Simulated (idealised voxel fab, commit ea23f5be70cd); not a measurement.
The name of this process module is voxel tone inversion.
The figure presents cross-section cut, which has a width of 180 nm and is divided into square cells with an edge length of 5 nm.
Each cross-section below is a grid of square cells, stated as bands in top-down order, with one or more rows of cells making up each band.
For a band, the entry starts with two heights in nm, that of the top and then that of the bottom, and carries on with the band's materials in order from left to right, each alongside its width in nm; the word "everywhere" beside a single material means it fills the band edge to edge, and "empty" means empty space.
It should be noted that heights are counted from 0, beneath which the wafer as supplied is of one material throughout, and that the lowest band possesses no lower boundary but continues downward, as written in "0 and below".
The expression "30->40" gives the width at the extremes of the band, the first number at its top row of cells and the second at its bottom row, with the width changing by equal amounts from each row to the next in between.
Key: "no modification" - step with no changed cell in the cross-section.
This entry, "Fully sealed voids", enumerates those empty regions of no fewer than 8 cells that possess no open connection to the top. Each region is reported in the form width x height at distance, the distance being taken from the left edge, with all three quantities expressed in nm.
On a step's line, text after the settings is the simulator commenting on that step.
overlay nm: right-of-plan distance of the mask on a masked step; negative values mean left-of-plan.
## Listed below are the process steps as planned
1. RECEIVE: material Si
2. CONFORMAL_DEP: material SiN, thk nm 5
3. DIRECTIONAL_DEP: material aC, thk nm 15
4. PATTERN: tone cover, mask id POSTS, material resist, width nm 20, pitch nm 35, thk nm 25, overlay nm 0
5. DIRECTIONAL_ETCH: etch materials aC, depth nm 15
6. STRIP: etch materials resist
7. FILL_DEP: material SiO2, thk nm 5
8. CMP: height nm 20
9. STRIP: etch materials aC
## Wafer at receipt (post step 1), cross-section
* 0 and below  Si everywhere
* Fully sealed voids: none
## What the wafer looks like in cross-section after this module, when it starts as shown above and follows the plan above but one mistake is made in running it
* 20 down to 15  SiO2 everywhere
* 15 down to 0  45 of SiO2; 20 of aC; 15 of SiO2; 20 of aC; 15 of SiO2; 20 of aC; 45 of SiO2
* 0 and below  Si everywhere
* Fully sealed voids: none
Against the plan, the run slipped here: step 2 of the plan was bypassed and not carried out
